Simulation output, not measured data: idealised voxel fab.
The following is a process module called voxel trench capacitor.
Pictured: cross-section cut, 275 nm wide, on a grid of 5 nm square cells.
For the purposes of this document, a cross-section shall be understood as a grid of square cells, specified as bands listed in top-to-bottom order, each band consisting of one or more rows of cells. Look at the band entry: it leads with the top's height and the bottom's height in nm. Then it lists the materials left to right, with a width in nm for each. The word "throughout" on a single material says that material fills the band edge to edge. The word "empty" is empty space. Basically, 0 is our baseline, since under it the wafer straight out of the box is all one material. The bottom band has no lower end and keeps on going down, so it looks like "0 and below". A width such as "30..40" changes by the same amount from each row of cells to the next, from the band's top row to its bottom row. It should be understood that the words "all unchanged", when stated for a given step, signify that the cross-section underwent no change in any of its cells during that step. Entry "Trapped cavities" = empty spaces >= 8 cells with no open way to the top; each as width x height at distance, distance from left edge, all nm. On each step's line, the part that comes after the settings is the simulator's own comment on the step. overlay nm: mask offset rightward from planned place, masked step; negative means leftward offset.
PROCESS STEPS (PLANNED)
| 1 | RECEIVE with material Si |
| 2 | CONFORMAL_DEP with material SiN, thk nm 10 |
| 3 | PATTERN with tone open, mask id TRENCH, material resist, width nm 15, pitch nm 40, thk nm 15, overlay nm 0 |
| 4 | DIRECTIONAL_ETCH with etch materials SiN, depth nm 10 |
| 5 | DIRECTIONAL_ETCH with etch materials Si, depth nm 40 |
| 6 | STRIP with etch materials resist |
| 7 | CONFORMAL_DEP with material Al2O3, thk nm 5 |
| 8 | CONFORMAL_DEP with material TiN, thk nm 5 |
| 9 | FILL_DEP with material W, thk nm 10 |
| 10 | CMP with height nm 10 |
Across this set of wafers, the varied parameter is the width nm of step 3. Starting conditions are identical for every wafer, and the plan reports the value assigned to the first wafer.
RECEIVED WAFERS, FIRST OF SEVERAL: CROSS-SECTION AFTER STEP 1
0 and below = Si throughout
Trapped cavities: none
END OF THE MODULE, PAST ITS LAST STEP, STEP 10: HOW THE FIRST OF SEVERAL WAFERS LOOKS IN CROSS-SECTION
10 down to 0 = SiN 90, then Al2O3 5, then TiN 5, then Al2O3 5, then SiN 25, then Al2O3 5, then TiN 5, then Al2O3 5, then SiN 25, then Al2O3 5, then TiN 5, then Al2O3 5, then SiN 90
0 down to -35 = Si 90, then Al2O3 5, then TiN 5, then Al2O3 5, then Si 25, then Al2O3 5, then TiN 5, then Al2O3 5, then Si 25, then Al2O3 5, then TiN 5, then Al2O3 5, then Si 90
-35 down to -40 = Si 90, then Al2O3 15, then Si 25, then Al2O3 15, then Si 25, then Al2O3 15, then Si 90
-40 and below = Si throughout
Trapped cavities: none
FINAL WAFER CROSS-SECTION AT MODULE END
10 down to 0 = SiN 85, then Al2O3 5, then TiN 5, then W 5, then TiN 5, then Al2O3 5, then SiN 15, then Al2O3 5, then TiN 5, then W 5, then TiN 5, then Al2O3 5, then SiN 15, then Al2O3 5, then TiN 5, then W 5, then TiN 5, then Al2O3 5, then SiN 85
0 down to -30 = Si 85, then Al2O3 5, then TiN 5, then W 5, then TiN 5, then Al2O3 5, then Si 15, then Al2O3 5, then TiN 5, then W 5, then TiN 5, then Al2O3 5, then Si 15, then Al2O3 5, then TiN 5, then W 5, then TiN 5, then Al2O3 5, then Si 85
-30 down to -35 = Si 85, then Al2O3 5, then TiN 15, then Al2O3 5, then Si 15, then Al2O3 5, then TiN 15, then Al2O3 5, then Si 15, then Al2O3 5, then TiN 15, then Al2O3 5, then Si 85
-35 down to -40 = Si 85, then Al2O3 25, then Si 15, then Al2O3 25, then Si 15, then Al2O3 25, then Si 85
-40 and below = Si throughout
Trapped cavities: none
QUICK KEY FOR THE TABLE: A ROW PER WAFER, TAKEN AT THE END OF THE MODULE. FOR EACH MATERIAL IT TELLS YOU HOW MANY CELLS THE WAFER GAINED (+) OR LOST (-) SINCE IT CAME IN, AND THE CLOSED VOIDS COME AFTER
width nm 15, +63 Al2O3, -72 Si, +92 SiN, +27 TiN, Trapped cavities: none
width nm 20, +66 Al2O3, -96 Si, +86 SiN, +54 TiN, Trapped cavities: none
width nm 25, +69 Al2O3, -120 Si, +80 SiN, +57 TiN, +24 W, Trapped cavities: none
